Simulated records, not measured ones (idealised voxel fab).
Documented hereafter: the process module known as voxel ribs on slabs.
Cross-section cut: width 285 nm, square cells of 5 nm.
When this document writes out a cross-section, it uses a grid of square cells and lists it as bands, beginning at the top and moving down, with a band standing for one or more rows of cells.
Each band's line starts with the height of the band's top and of its bottom, in nm. Then come its materials from left to right, each with its width in nm. One material with "edge to edge" fills the band from edge to edge. "empty" is empty space.
We count height from 0. Below that, the starting wafer is all one material. The lowest band never ends at the bottom but goes on down; see "0 and below" for how that is written.
The notation "30..40" denotes a width that varies across the rows of cells in the band, beginning at the first number in the top row, finishing at the second number in the bottom row, and changing by an identical amount from each row to the next.
The designation "changes: none", where it is given for a processing step, indicates that no cell of the cross-section was altered in the course of that step.
"Unvented cavities" means: voids of 8 cells or more that are shut off from the top with no open way through. Written width x height at distance, distance from the left edge, in nm.
On a step's line, text after the settings is the simulator commenting on that step.
"overlay nm", when on a step's line for a step with a mask, measures how far to the right of its planned place the mask lay; a negative measure means to the left.

THESE ARE THE STEPS WE PLANNED FOR THE PROCESS
1. RECEIVE, material Si
2. DIRECTIONAL_DEP, material SiO2, thk nm 20
3. DIRECTIONAL_DEP, material SiN, thk nm 20
4. DIRECTIONAL_DEP, material aC, thk nm 15
5. PATTERN, tone cover, mask id RIB, material resist, width nm 20, thk nm 30, overlay nm 0
6. DIRECTIONAL_ETCH, etch materials aC, depth nm 15
7. STRIP, etch materials resist
8. DIRECTIONAL_ETCH, etch materials SiN, depth nm 5
9. STRIP, etch materials aC
10. DIRECTIONAL_DEP, material aC, thk nm 15
11. PATTERN, tone cover, mask id SLAB, material resist, width nm 70, thk nm 30, overlay nm 0
12. DIRECTIONAL_ETCH, etch materials aC, depth nm 15
13. STRIP, etch materials resist
14. DIRECTIONAL_ETCH, etch materials SiN, depth nm 15
15. STRIP, etch materials aC
16. FILL_DEP, material SiO2, thk nm 25
17. CMP, height nm 55
18. DIRECTIONAL_DEP, material W, thk nm 10
19. PATTERN, tone cover, mask id HEATER, material resist, width nm 30, thk nm 20, overlay nm 0
20. DIRECTIONAL_ETCH, etch materials W, depth nm 10
21. STRIP, etch materials resist
22. CONFORMAL_DEP, material SiN, thk nm 10

FIRST WAFER OF TWO (RUN AS PLANNED)

CROSS-SECTION, INCOMING MATERIAL, AFTER STEP 1
    0 and below | Si edge to edge
    Unvented cavities: none

SO THIS IS THE WAFER CROSS-SECTION RIGHT AFTER STEP 2
    20 down to 0 | SiO2 edge to edge
    Lower than 0, everything is as it was.

SO THIS IS THE WAFER CROSS-SECTION RIGHT AFTER STEP 3
    40 down to 20 | SiN edge to edge
    Lower than 20, everything is as it was.

SO THIS IS THE WAFER CROSS-SECTION RIGHT AFTER STEP 4
    55 down to 40 | aC edge to edge
    Lower than 40, everything is as it was.

SO THIS IS THE WAFER CROSS-SECTION RIGHT AFTER STEP 5
    85 down to 55 | empty 130 nm  resist 20 nm  empty 135 nm
    Lower than 55, everything is as it was.

SO THIS IS THE WAFER CROSS-SECTION RIGHT AFTER STEP 6
    70 down to 55 | empty 130 nm  resist 20 nm  empty 135 nm
    55 down to 40 | empty 130 nm  aC 20 nm  empty 135 nm
    Lower than 40, everything is as it was.

SO THIS IS THE WAFER CROSS-SECTION RIGHT AFTER STEP 7
    55 down to 40 | empty 130 nm  aC 20 nm  empty 135 nm
    Lower than 40, everything is as it was.

SO THIS IS THE WAFER CROSS-SECTION RIGHT AFTER STEP 8
    55 down to 40 | empty 130 nm  aC 20 nm  empty 135 nm
    40 down to 35 | empty 130 nm  SiN 20 nm  empty 135 nm
    Lower than 35, everything is as it was.

SO THIS IS THE WAFER CROSS-SECTION RIGHT AFTER STEP 9
    40 down to 35 | empty 130 nm  SiN 20 nm  empty 135 nm
    Lower than 35, everything is as it was.

SO THIS IS THE WAFER CROSS-SECTION RIGHT AFTER STEP 10
    55 down to 50 | empty 130 nm  aC 20 nm  empty 135 nm
    50 down to 40 | aC edge to edge
    40 down to 35 | aC 130 nm  SiN 20 nm  aC 135 nm
    Lower than 35, everything is as it was.

SO THIS IS THE WAFER CROSS-SECTION RIGHT AFTER STEP 11
    85 down to 55 | empty 105 nm  resist 70 nm  empty 110 nm
    55 down to 50 | empty 105 nm  resist 25 nm  aC 20 nm  resist 25 nm  empty 110 nm
    Lower than 50, everything is as it was.

SO THIS IS THE WAFER CROSS-SECTION RIGHT AFTER STEP 12
    70 down to 55 | empty 105 nm  resist 70 nm  empty 110 nm
    55 down to 50 | empty 105 nm  resist 25 nm  aC 20 nm  resist 25 nm  empty 110 nm
    50 down to 40 | empty 105 nm  aC 70 nm  empty 110 nm
    40 down to 35 | empty 105 nm  aC 25 nm  SiN 20 nm  aC 25 nm  empty 110 nm
    Lower than 35, everything is as it was.

SO THIS IS THE WAFER CROSS-SECTION RIGHT AFTER STEP 13
    55 down to 50 | empty 130 nm  aC 20 nm  empty 135 nm
    Lower than 50, everything is as it was.

SO THIS IS THE WAFER CROSS-SECTION RIGHT AFTER STEP 14
    55 down to 50 | empty 130 nm  aC 20 nm  empty 135 nm
    50 down to 40 | empty 105 nm  aC 70 nm  empty 110 nm
    40 down to 35 | empty 105 nm  aC 25 nm  SiN 20 nm  aC 25 nm  empty 110 nm
    35 down to 20 | empty 105 nm  SiN 70 nm  empty 110 nm
    Lower than 20, everything is as it was.

SO THIS IS THE WAFER CROSS-SECTION RIGHT AFTER STEP 15
    40 down to 35 | empty 130 nm  SiN 20 nm  empty 135 nm
    Lower than 35, everything is as it was.

SO THIS IS THE WAFER CROSS-SECTION RIGHT AFTER STEP 16
    65 down to 40 | SiO2 edge to edge
    40 down to 35 | SiO2 130 nm  SiN 20 nm  SiO2 135 nm
    35 down to 20 | SiO2 105 nm  SiN 70 nm  SiO2 110 nm
    Lower than 20, everything is as it was.

SO THIS IS THE WAFER CROSS-SECTION RIGHT AFTER STEP 17
    55 down to 40 | SiO2 edge to edge
    Lower than 40, everything is as it was.

SO THIS IS THE WAFER CROSS-SECTION RIGHT AFTER STEP 18
    65 down to 55 | W edge to edge
    Lower than 55, everything is as it was.

SO THIS IS THE WAFER CROSS-SECTION RIGHT AFTER STEP 19
    85 down to 65 | empty 125 nm  resist 30 nm  empty 130 nm
    Lower than 65, everything is as it was.

SO THIS IS THE WAFER CROSS-SECTION RIGHT AFTER STEP 20
    85 down to 65 | empty 125 nm  resist 30 nm  empty 130 nm
    65 down to 55 | empty 125 nm  W 30 nm  empty 130 nm
    Lower than 55, everything is as it was.

SO THIS IS THE WAFER CROSS-SECTION RIGHT AFTER STEP 21
    65 down to 55 | empty 125 nm  W 30 nm  empty 130 nm
    Lower than 55, everything is as it was.

SO THIS IS THE WAFER CROSS-SECTION RIGHT AFTER STEP 22
    75 down to 65 | empty 115 nm  SiN 50 nm  empty 120 nm
    65 down to 55 | SiN 125 nm  W 30 nm  SiN 130 nm
    Lower than 55, everything is as it was.

WAFER TWO. IDENTICAL START, IDENTICAL PLAN. ONE MISTAKE IN EXECUTION. IDENTICAL HISTORY THROUGH STEP 21

CROSS-SECTION OF THE SECOND WAFER CORRESPONDING TO THE PLANNED CONCLUSION OF STEP 22
    75 down to 65 | empty 115 nm  aC 50 nm  empty 120 nm
    65 down to 55 | aC 125 nm  W 30 nm  aC 130 nm
    Lower than 55, everything is as it was.
Run error: step 22, actual vs plan mismatch, actual run CONFORMAL_DEP, material aC, thk nm 10
Final tally in cells, some materials are higher or lower on the second wafer than on the first: -122 SiN | +122 aC
